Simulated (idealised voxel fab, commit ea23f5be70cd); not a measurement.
The following is a process module called voxel released beams.
Each square cell in cross-section cut measures 5 nm, and the section as a whole is 290 nm wide.
In what follows, cross-sections appear as grids of square cells, described through bands that run from the top down, where every band is one or more rows of cells. This entry defines a band. It first specifies the height of the band's top and the height of its bottom in nm, and then specifies the band's materials from left to right, stating each material with its width in nm. The word "all across" identifies a single material that fills the band from edge to edge, while the word "empty" identifies empty space. Heights are expressed relative to 0, this being the level below which the as-received wafer comprises one material exclusively. The lowest band is unbounded in the downward direction and is denoted as in "0..down". A width such as "30..40" changes by the same amount from each row of cells to the next, from the band's top row to its bottom row. Where a step carries "everything unchanged", the cross-section came out of it unchanged, cell for cell. Reported under the label "Entrapped void list" are the empty spaces having no open way to the top and comprising 8 cells or more; the notation for each is width x height at distance, in which the distance is measured from the left edge and all three values are in nm. On each step's line, the part that comes after the settings is the simulator's own comment on the step. "overlay nm", when on a step's line for a step with a mask, measures how far to the right of its planned place the mask lay; a negative measure means to the left. Before/after cross-section pairs, one process step each; after shown to lowest changed band; step and settings beneath. Pairs may be from different runs of this module on the same starting wafer; a pair continues from the one above only where its "Cross-section, before" entry says so.
[Cross-section, before]
  0..down: Si all across
  Entrapped void list: none
[Cross-Section After Step]
  5..0: SiN all across
  Note: structure below 0 unchanged.
  Entrapped void list: none
Formally, the process step situated between the two cross-sections above is CONFORMAL_DEP with material SiN, thk nm 5
Cross-section, before: nothing new to draw here, it's the after view of the pair just above.
[Cross-Section After Step]
  20..5: SiO2 all across
  Note: structure below 5 unchanged.
  Entrapped void list: none
Formally, the process step situated between the two cross-sections above is DIRECTIONAL_DEP with material SiO2, thk nm 15
Cross-section, before: nothing new to draw here, it's the after view of the pair just above.
[Cross-Section After Step]
  30..20: aC all across
  Note: structure below 20 unchanged.
  Entrapped void list: none
Formally, the process step situated between the two cross-sections above is DIRECTIONAL_DEP with material aC, thk nm 10
Cross-section, before: nothing new to draw here, it's the after view of the pair just above.
[Cross-Section After Step]
  55..30: resist: 100  empty: 35  resist: 155
  Note: structure below 30 unchanged.
  Entrapped void list: none
Formally, the process step situated between the two cross-sections above is PATTERN with tone open, mask id ANCHOR, material resist, width nm 35, thk nm 25, overlay nm 0
Cross-section, before: nothing new to draw here, it's the after view of the pair just above.
[Cross-Section After Step]
  45..30: resist: 100  empty: 35  resist: 155
  30..20: aC: 100  empty: 35  aC: 155
  Note: structure below 20 unchanged.
  Entrapped void list: none
Formally, the process step situated between the two cross-sections above is DIRECTIONAL_ETCH with etch materials aC, depth nm 10
Cross-section, before: nothing new to draw here, it's the after view of the pair just above.
[Cross-Section After Step]
  30..20: aC: 100  empty: 35  aC: 155
  Note: structure below 20 unchanged.
  Entrapped void list: none
Formally, the process step situated between the two cross-sections above is STRIP with etch materials resist
Cross-section, before: nothing new to draw here, it's the after view of the pair just above.
[Cross-Section After Step]
  30..20: aC: 100  empty: 35  aC: 155
  20..5: SiO2: 100  empty: 35  SiO2: 155
  Note: structure below 5 unchanged.
  Entrapped void list: none
Formally, the process step situated between the two cross-sections above is DIRECTIONAL_ETCH with etch materials SiO2, depth nm 15
Cross-section, before: nothing new to draw here, it's the after view of the pair just above.
[Cross-Section After Step]
  20..5: SiO2: 100  empty: 35  SiO2: 155
  Note: structure below 5 unchanged.
  Entrapped void list: none
Formally, the process step situated between the two cross-sections above is STRIP with etch materials aC
Cross-section, before: nothing new to draw here, it's the after view of the pair just above.
[Cross-Section After Step]
  35..20: TiN: 115  empty: 5  TiN: 170
  20..5: SiO2: 100  TiN: 35  SiO2: 155
  Note: structure below 5 unchanged.
  Entrapped void list: none
Formally, the process step situated between the two cross-sections above is CONFORMAL_DEP with material TiN, thk nm 15
Cross-section, before: nothing new to draw here, it's the after view of the pair just above.
[Cross-Section After Step]
  55..35: empty: 95  resist: 95  empty: 100
  35..20: TiN: 115  resist: 5  TiN: 170
  Note: structure below 20 unchanged.
  Entrapped void list: none
Formally, the process step situated between the two cross-sections above is PATTERN with tone cover, mask id BEAM, material resist, width nm 95, thk nm 20, overlay nm 0
Cross-section, before: nothing new to draw here, it's the after view of the pair just above.
[Cross-Section After Step]
  55..35: empty: 95  resist: 95  empty: 100
  35..20: empty: 95  TiN: 20  resist: 5  TiN: 70  empty: 100
  Note: structure below 20 unchanged.
  Entrapped void list: none
Formally, the process step situated between the two cross-sections above is DIRECTIONAL_ETCH with etch materials TiN, depth nm 15
Cross-section, before: nothing new to draw here, it's the after view of the pair just above.
[Cross-Section After Step]
  35..20: empty: 95  TiN: 20  empty: 5  TiN: 70  empty: 100
  Note: structure below 20 unchanged.
  Entrapped void list: none
Formally, the process step situated between the two cross-sections above is STRIP with etch materials resist
Cross-section, before: nothing new to draw here, it's the after view of the pair just above.
[Cross-Section After Step]
  35..20: empty: 95  TiN: 20  empty: 5  TiN: 70  empty: 100
  20..5: empty: 100  TiN: 35  empty: 155
  Note: structure below 5 unchanged.
  Entrapped void list: none
Formally, the process step situated between the two cross-sections above is STRIP with etch materials SiO2
[Cross-section, before]
  0..down: Si all across
  Entrapped void list: none
[Cross-Section After Step]
  15..0: SiO2 all across
  Note: structure below 0 unchanged.
  Entrapped void list: none
Formally, the process step situated between the two cross-sections above is DIRECTIONAL_DEP with material SiO2, thk nm 15
Cross-section, before: nothing new to draw here, it's the after view of the pair just above.
[Cross-Section After Step]
  25..15: aC all across
  Note: structure below 15 unchanged.
  Entrapped void list: none
Formally, the process step situated between the two cross-sections above is DIRECTIONAL_DEP with material aC, thk nm 10
Cross-section, before: nothing new to draw here, it's the after view of the pair just above.
[Cross-Section After Step]
  50..25: resist: 100  empty: 35  resist: 155
  Note: structure below 25 unchanged.
  Entrapped void list: none
Formally, the process step situated between the two cross-sections above is PATTERN with tone open, mask id ANCHOR, material resist, width nm 35, thk nm 25, overlay nm 0
Cross-section, before: nothing new to draw here, it's the after view of the pair just above.
[Cross-Section After Step]
  40..25: resist: 100  empty: 35  resist: 155
  25..15: aC: 100  empty: 35  aC: 155
  Note: structure below 15 unchanged.
  Entrapped void list: none
Formally, the process step situated between the two cross-sections above is DIRECTIONAL_ETCH with etch materials aC, depth nm 10
Cross-section, before: nothing new to draw here, it's the after view of the pair just above.
[Cross-Section After Step]
  25..15: aC: 100  empty: 35  aC: 155
  Note: structure below 15 unchanged.
  Entrapped void list: none
Formally, the process step situated between the two cross-sections above is STRIP with etch materials resist
Cross-section, before: nothing new to draw here, it's the after view of the pair just above.
[Cross-Section After Step]
  25..15: aC: 100  empty: 35  aC: 155
  15..0: SiO2: 100  empty: 35  SiO2: 155
  Note: structure below 0 unchanged.
  Entrapped void list: none
Formally, the process step situated between the two cross-sections above is DIRECTIONAL_ETCH with etch materials SiO2, depth nm 15
Cross-section, before: nothing new to draw here, it's the after view of the pair just above.
[Cross-Section After Step]
  15..0: SiO2: 100  empty: 35  SiO2: 155
  Note: structure below 0 unchanged.
  Entrapped void list: none
Formally, the process step situated between the two cross-sections above is STRIP with etch materials aC
Cross-section, before: nothing new to draw here, it's the after view of the pair just above.
[Cross-Section After Step]
  30..15: TiN: 115  empty: 5  TiN: 170
  15..0: SiO2: 100  TiN: 35  SiO2: 155
  Note: structure below 0 unchanged.
  Entrapped void list: none
Formally, the process step situated between the two cross-sections above is CONFORMAL_DEP with material TiN, thk nm 15
Cross-section, before: nothing new to draw here, it's the after view of the pair just above.
[Cross-Section After Step]
  50..30: empty: 95  resist: 95  empty: 100
  30..15: TiN: 115  resist: 5  TiN: 170
  Note: structure below 15 unchanged.
  Entrapped void list: none
Formally, the process step situated between the two cross-sections above is PATTERN with tone cover, mask id BEAM, material resist, width nm 95, thk nm 20, overlay nm 0
Cross-section, before: nothing new to draw here, it's the after view of the pair just above.
[Cross-Section After Step]
  50..30: empty: 95  resist: 95  empty: 100
  30..15: empty: 95  TiN: 20  resist: 5  TiN: 70  empty: 100
  Note: structure below 15 unchanged.
  Entrapped void list: none
Formally, the process step situated between the two cross-sections above is DIRECTIONAL_ETCH with etch materials TiN, depth nm 15
Cross-section, before: nothing new to draw here, it's the after view of the pair just above.
[Cross-Section After Step]
  30..15: empty: 95  TiN: 20  empty: 5  TiN: 70  empty: 100
  Note: structure below 15 unchanged.
  Entrapped void list: none
Formally, the process step situated between the two cross-sections above is STRIP with etch materials resist
Cross-section, before: nothing new to draw here, it's the after view of the pair just above.
[Cross-Section After Step]
  30..15: empty: 95  TiN: 20  empty: 5  TiN: 70  empty: 100
  15..0: empty: 100  TiN: 35  empty: 155
  Note: structure below 0 unchanged.
  Entrapped void list: none
Formally, the process step situated between the two cross-sections above is STRIP with etch materials SiO2
[Cross-section, before]
  35..20: TiN: 115  empty: 5  TiN: 170
  20..5: SiO2: 100  TiN: 35  SiO2: 155
  5..0: SiN all across
  0..down: Si all across
  Entrapped void list: none
[Cross-Section After Step]
  50..20: TiN all across
  Note: structure below 20 unchanged.
  Entrapped void list: none
Formally, the process step situated between the two cross-sections above is CONFORMAL_DEP with material TiN, thk nm 15
Cross-section, before: nothing new to draw here, it's the after view of the pair just above.
[Cross-Section After Step]
  70..50: empty: 95  resist: 95  empty: 100
  Note: structure below 50 unchanged.
  Entrapped void list: none
Formally, the process step situated between the two cross-sections above is PATTERN with tone cover, mask id BEAM, material resist, width nm 95, thk nm 20, overlay nm 0
Cross-section, before: nothing new to draw here, it's the after view of the pair just above.
[Cross-Section After Step]
  70..50: empty: 95  resist: 95  empty: 100
  50..35: empty: 95  TiN: 95  empty: 100
  Note: structure below 35 unchanged.
  Entrapped void list: none
Formally, the process step situated between the two cross-sections above is DIRECTIONAL_ETCH with etch materials TiN, depth nm 15
Cross-section, before: nothing new to draw here, it's the after view of the pair just above.
[Cross-Section After Step]
  50..35: empty: 95  TiN: 95  empty: 100
  Note: structure below 35 unchanged.
  Entrapped void list: none
Formally, the process step situated between the two cross-sections above is STRIP with etch materials resist
[Cross-section, before]
  15..0: SiO2 all across
  0..down: Si all across
  Entrapped void list: none
[Cross-Section After Step]
  20..15: SiN all across
  Note: structure below 15 unchanged.
  Entrapped void list: none
Formally, the process step situated between the two cross-sections above is CONFORMAL_DEP with material SiN, thk nm 5
Cross-section, before: nothing new to draw here, it's the after view of the pair just above.
[Cross-Section After Step]
  30..20: aC all across
  Note: structure below 20 unchanged.
  Entrapped void list: none
Formally, the process step situated between the two cross-sections above is DIRECTIONAL_DEP with material aC, thk nm 10
Cross-section, before: nothing new to draw here, it's the after view of the pair just above.
[Cross-Section After Step]
  55..30: resist: 100  empty: 35  resist: 155
  Note: structure below 30 unchanged.
  Entrapped void list: none
Formally, the process step situated between the two cross-sections above is PATTERN with tone open, mask id ANCHOR, material resist, width nm 35, thk nm 25, overlay nm 0
Cross-section, before: nothing new to draw here, it's the after view of the pair just above.
[Cross-Section After Step]
  45..30: resist: 100  empty: 35  resist: 155
  30..20: aC: 100  empty: 35  aC: 155
  Note: structure below 20 unchanged.
  Entrapped void list: none
Formally, the process step situated between the two cross-sections above is DIRECTIONAL_ETCH with etch materials aC, depth nm 10
Cross-section, before: nothing new to draw here, it's the after view of the pair just above.
[Cross-Section After Step]
  30..20: aC: 100  empty: 35  aC: 155
  Note: structure below 20 unchanged.
  Entrapped void list: none
Formally, the process step situated between the two cross-sections above is STRIP with etch materials resist
Cross-section, before: nothing new to draw here, it's the after view of the pair just above.
[Cross-Section After Step]
  20..15: SiN all across
  Note: structure below 15 unchanged.
  Entrapped void list: none
Formally, the process step situated between the two cross-sections above is STRIP with etch materials aC
Cross-section, before: nothing new to draw here, it's the after view of the pair just above.
[Cross-Section After Step]
  35..20: TiN all across
  Note: structure below 20 unchanged.
  Entrapped void list: none
Formally, the process step situated between the two cross-sections above is CONFORMAL_DEP with material TiN, thk nm 15
Cross-section, before: nothing new to draw here, it's the after view of the pair just above.
[Cross-Section After Step]
  55..35: empty: 95  resist: 95  empty: 100
  Note: structure below 35 unchanged.
  Entrapped void list: none
Formally, the process step situated between the two cross-sections above is PATTERN with tone cover, mask id BEAM, material resist, width nm 95, thk nm 20, overlay nm 0
Cross-section, before: nothing new to draw here, it's the after view of the pair just above.
[Cross-Section After Step]
  55..35: empty: 95  resist: 95  empty: 100
  35..20: empty: 95  TiN: 95  empty: 100
  Note: structure below 20 unchanged.
  Entrapped void list: none
Formally, the process step situated between the two cross-sections above is DIRECTIONAL_ETCH with etch materials TiN, depth nm 15
Cross-section, before: nothing new to draw here, it's the after view of the pair just above.
[Cross-Section After Step]
  35..20: empty: 95  TiN: 95  empty: 100
  Note: structure below 20 unchanged.
  Entrapped void list: none
Formally, the process step situated between the two cross-sections above is STRIP with etch materials resist
[Cross-section, before]
  55..35: empty: 95  resist: 95  empty: 100
  35..20: TiN: 115  resist: 5  TiN: 170
  20..5: SiO2: 100  TiN: 35  SiO2: 155
  5..0: SiN all across
  0..down: Si all across
  Entrapped void list: none
[Cross-Section After Step]
  55..35: empty: 95  resist: 95  empty: 100
  35..25: empty: 95  TiN: 20  resist: 5  TiN: 70  empty: 100
  Note: structure below 25 unchanged.
  Entrapped void list: none
Formally, the process step situated between the two cross-sections above is DIRECTIONAL_ETCH with etch materials TiN, depth nm 10
Cross-section, before: nothing new to draw here, it's the after view of the pair just above.
[Cross-Section After Step]
  35..25: empty: 95  TiN: 20  empty: 5  TiN: 70  empty: 100
  25..20: TiN: 115  empty: 5  TiN: 170
  Note: structure below 20 unchanged.
  Entrapped void list: none
Formally, the process step situated between the two cross-sections above is STRIP with etch materials resist
[Cross-section, before]
  30..20: aC all across
  20..5: SiO2 all across
  5..0: SiN all across
  0..down: Si all across
  Entrapped void list: none
[Cross-Section After Step]
  55..30: resist: 105  empty: 30  resist: 155
  Note: structure below 30 unchanged.
  Entrapped void list: none
Formally, the process step situated between the two cross-sections above is PATTERN with tone open, mask id ANCHOR, material resist, width nm 30, thk nm 25, overlay nm 0
Cross-section, before: nothing new to draw here, it's the after view of the pair just above.
[Cross-Section After Step]
  45..30: resist: 105  empty: 30  resist: 155
  30..20: aC: 105  empty: 30  aC: 155
  Note: structure below 20 unchanged.
  Entrapped void list: none
Formally, the process step situated between the two cross-sections above is DIRECTIONAL_ETCH with etch materials aC, depth nm 10
Cross-section, before: nothing new to draw here, it's the after view of the pair just above.
[Cross-Section After Step]
  30..20: aC: 105  empty: 30  aC: 155
  Note: structure below 20 unchanged.
  Entrapped void list: none
Formally, the process step situated between the two cross-sections above is STRIP with etch materials resist
Cross-section, before: nothing new to draw here, it's the after view of the pair just above.
[Cross-Section After Step]
  30..20: aC: 105  empty: 30  aC: 155
  20..5: SiO2: 105  empty: 30  SiO2: 155
  Note: structure below 5 unchanged.
  Entrapped void list: none
Formally, the process step situated between the two cross-sections above is DIRECTIONAL_ETCH with etch materials SiO2, depth nm 15
Cross-section, before: nothing new to draw here, it's the after view of the pair just above.
[Cross-Section After Step]
  20..5: SiO2: 105  empty: 30  SiO2: 155
  Note: structure below 5 unchanged.
  Entrapped void list: none
Formally, the process step situated between the two cross-sections above is STRIP with etch materials aC
Cross-section, before: nothing new to draw here, it's the after view of the pair just above.
[Cross-Section After Step]
  35..20: TiN all across
  20..5: SiO2: 105  TiN: 30  SiO2: 155
  Note: structure below 5 unchanged.
  Entrapped void list: none
Formally, the process step situated between the two cross-sections above is CONFORMAL_DEP with material TiN, thk nm 15
Cross-section, before: nothing new to draw here, it's the after view of the pair just above.
[Cross-Section After Step]
  55..35: empty: 95  resist: 95  empty: 100
  Note: structure below 35 unchanged.
  Entrapped void list: none
Formally, the process step situated between the two cross-sections above is PATTERN with tone cover, mask id BEAM, material resist, width nm 95, thk nm 20, overlay nm 0
Cross-section, before: nothing new to draw here, it's the after view of the pair just above.
[Cross-Section After Step]
  55..35: empty: 95  resist: 95  empty: 100
  35..20: empty: 95  TiN: 95  empty: 100
  Note: structure below 20 unchanged.
  Entrapped void list: none
Formally, the process step situated between the two cross-sections above is DIRECTIONAL_ETCH with etch materials TiN, depth nm 15
Cross-section, before: nothing new to draw here, it's the after view of the pair just above.
[Cross-Section After Step]
  35..20: empty: 95  TiN: 95  empty: 100
  Note: structure below 20 unchanged.
  Entrapped void list: none
Formally, the process step situated between the two cross-sections above is STRIP with etch materials resist
Cross-section, before: nothing new to draw here, it's the after view of the pair just above.
[Cross-Section After Step]
  35..20: empty: 95  TiN: 95  empty: 100
  20..5: empty: 105  TiN: 30  empty: 155
  Note: structure below 5 unchanged.
  Entrapped void list: none
Formally, the process step situated between the two cross-sections above is STRIP with etch materials SiO2
[Cross-section, before]
  35..20: TiN: 115  empty: 5  TiN: 170
  20..5: SiO2: 100  TiN: 35  SiO2: 155
  5..0: SiN all across
  0..down: Si all across
  Entrapped void list: none
[Cross-Section After Step]
  55..35: empty: 85  resist: 95  empty: 110
  35..20: TiN: 115  resist: 5  TiN: 170
  Note: structure below 20 unchanged.
  Entrapped void list: none
Formally, the process step situated between the two cross-sections above is PATTERN with tone cover, mask id BEAM, material resist, width nm 95, thk nm 20, overlay nm -10
Cross-section, before: nothing new to draw here, it's the after view of the pair just above.
[Cross-Section After Step]
  55..35: empty: 85  resist: 95  empty: 110
  35..20: empty: 85  TiN: 30  resist: 5  TiN: 60  empty: 110
  Note: structure below 20 unchanged.
  Entrapped void list: none
Formally, the process step situated between the two cross-sections above is DIRECTIONAL_ETCH with etch materials TiN, depth nm 15
Cross-section, before: nothing new to draw here, it's the after view of the pair just above.
[Cross-Section After Step]
  35..20: empty: 85  TiN: 30  empty: 5  TiN: 60  empty: 110
  Note: structure below 20 unchanged.
  Entrapped void list: none
Formally, the process step situated between the two cross-sections above is STRIP with etch materials resist
Cross-section, before: nothing new to draw here, it's the after view of the pair just above.
[Cross-Section After Step]
  35..20: empty: 85  TiN: 30  empty: 5  TiN: 60  empty: 110
  20..5: empty: 100  TiN: 35  empty: 155
  Note: structure below 5 unchanged.
  Entrapped void list: none
Formally, the process step situated between the two cross-sections above is STRIP with etch materials SiO2
[Cross-section, before]
  5..0: SiN all across
  0..down: Si all across
  Entrapped void list: none
[Cross-Section After Step]
  20..5: TiN all across
  Note: structure below 5 unchanged.
  Entrapped void list: none
Formally, the process step situated between the two cross-sections above is DIRECTIONAL_DEP with material TiN, thk nm 15
Cross-section, before: nothing new to draw here, it's the after view of the pair just above.
[Cross-Section After Step]
  30..20: aC all across
  Note: structure below 20 unchanged.
  Entrapped void list: none
Formally, the process step situated between the two cross-sections above is DIRECTIONAL_DEP with material aC, thk nm 10
Cross-section, before: nothing new to draw here, it's the after view of the pair just above.
[Cross-Section After Step]
  55..30: resist: 100  empty: 35  resist: 155
  Note: structure below 30 unchanged.
  Entrapped void list: none
Formally, the process step situated between the two cross-sections above is PATTERN with tone open, mask id ANCHOR, material resist, width nm 35, thk nm 25, overlay nm 0
Cross-section, before: nothing new to draw here, it's the after view of the pair just above.
[Cross-Section After Step]
  45..30: resist: 100  empty: 35  resist: 155
  30..20: aC: 100  empty: 35  aC: 155
  Note: structure below 20 unchanged.
  Entrapped void list: none
Formally, the process step situated between the two cross-sections above is DIRECTIONAL_ETCH with etch materials aC, depth nm 10
Cross-section, before: nothing new to draw here, it's the after view of the pair just above.
[Cross-Section After Step]
  30..20: aC: 100  empty: 35  aC: 155
  Note: structure below 20 unchanged.
  Entrapped void list: none
Formally, the process step situated between the two cross-sections above is STRIP with etch materials resist
Cross-section, before: nothing new to draw here, it's the after view of the pair just above.
[Cross-Section After Step]
  20..5: TiN all across
  Note: structure below 5 unchanged.
  Entrapped void list: none
Formally, the process step situated between the two cross-sections above is STRIP with etch materials aC
Cross-section, before: nothing new to draw here, it's the after view of the pair just above.
[Cross-Section After Step]
  35..5: TiN all across
  Note: structure below 5 unchanged.
  Entrapped void list: none
Formally, the process step situated between the two cross-sections above is CONFORMAL_DEP with material TiN, thk nm 15
Cross-section, before: nothing new to draw here, it's the after view of the pair just above.
[Cross-Section After Step]
  55..35: empty: 95  resist: 95  empty: 100
  Note: structure below 35 unchanged.
  Entrapped void list: none
Formally, the process step situated between the two cross-sections above is PATTERN with tone cover, mask id BEAM, material resist, width nm 95, thk nm 20, overlay nm 0
Cross-section, before: nothing new to draw here, it's the after view of the pair just above.
[Cross-Section After Step]
  55..35: empty: 95  resist: 95  empty: 100
  35..20: empty: 95  TiN: 95  empty: 100
  Note: structure below 20 unchanged.
  Entrapped void list: none
Formally, the process step situated between the two cross-sections above is DIRECTIONAL_ETCH with etch materials TiN, depth nm 15
Cross-section, before: nothing new to draw here, it's the after view of the pair just above.
[Cross-Section After Step]
  35..20: empty: 95  TiN: 95  empty: 100
  Note: structure below 20 unchanged.
  Entrapped void list: none
Formally, the process step situated between the two cross-sections above is STRIP with etch materials resist
[Cross-section, before]
  30..20: aC all across
  20..5: SiO2 all across
  5..0: SiN all across
  0..down: Si all across
  Entrapped void list: none
[Cross-Section After Step]
  55..30: empty: 100  resist: 35  empty: 155
  Note: structure below 30 unchanged.
  Entrapped void list: none
Formally, the process step situated between the two cross-sections above is PATTERN with tone cover, mask id ANCHOR, material resist, width nm 35, thk nm 25, overlay nm 0
Cross-section, before: nothing new to draw here, it's the after view of the pair just above.
[Cross-Section After Step]
  45..30: empty: 100  resist: 35  empty: 155
  30..20: empty: 100  aC: 35  empty: 155
  Note: structure below 20 unchanged.
  Entrapped void list: none
Formally, the process step situated between the two cross-sections above is DIRECTIONAL_ETCH with etch materials aC, depth nm 10
Cross-section, before: nothing new to draw here, it's the after view of the pair just above.
[Cross-Section After Step]
  30..20: empty: 100  aC: 35  empty: 155
  Note: structure below 20 unchanged.
  Entrapped void list: none
Formally, the process step situated between the two cross-sections above is STRIP with etch materials resist
Cross-section, before: nothing new to draw here, it's the after view of the pair just above.
[Cross-Section After Step]
  30..20: empty: 100  aC: 35  empty: 155
  20..5: empty: 100  SiO2: 35  empty: 155
  Note: structure below 5 unchanged.
  Entrapped void list: none
Formally, the process step situated between the two cross-sections above is DIRECTIONAL_ETCH with etch materials SiO2, depth nm 15
Cross-section, before: nothing new to draw here, it's the after view of the pair just above.
[Cross-Section After Step]
  20..5: empty: 100  SiO2: 35  empty: 155
  Note: structure below 5 unchanged.
  Entrapped void list: none
Formally, the process step situated between the two cross-sections above is STRIP with etch materials aC
Cross-section, before: nothing new to draw here, it's the after view of the pair just above.
[Cross-Section After Step]
  35..20: empty: 85  TiN: 65  empty: 140
  20..5: TiN: 100  SiO2: 35  TiN: 155
  Note: structure below 5 unchanged.
  Entrapped void list: none
Formally, the process step situated between the two cross-sections above is CONFORMAL_DEP with material TiN, thk nm 15
Cross-section, before: nothing new to draw here, it's the after view of the pair just above.
[Cross-Section After Step]
  55..35: empty: 95  resist: 95  empty: 100
  35..20: empty: 85  TiN: 65  resist: 40  empty: 100
  Note: structure below 20 unchanged.
  Entrapped void list: none
Formally, the process step situated between the two cross-sections above is PATTERN with tone cover, mask id BEAM, material resist, width nm 95, thk nm 20, overlay nm 0
Cross-section, before: nothing new to draw here, it's the after view of the pair just above.
[Cross-Section After Step]
  55..35: empty: 95  resist: 95  empty: 100
  35..20: empty: 95  TiN: 55  resist: 40  empty: 100
  20..5: empty: 85  TiN: 15  SiO2: 35  TiN: 55  empty: 100
  Note: structure below 5 unchanged.
  Entrapped void list: none
Formally, the process step situated between the two cross-sections above is DIRECTIONAL_ETCH with etch materials TiN, depth nm 15
Cross-section, before: nothing new to draw here, it's the after view of the pair just above.
[Cross-Section After Step]
  35..20: empty: 95  TiN: 55  empty: 140
  Note: structure below 20 unchanged.
  Entrapped void list: none
Formally, the process step situated between the two cross-sections above is STRIP with etch materials resist
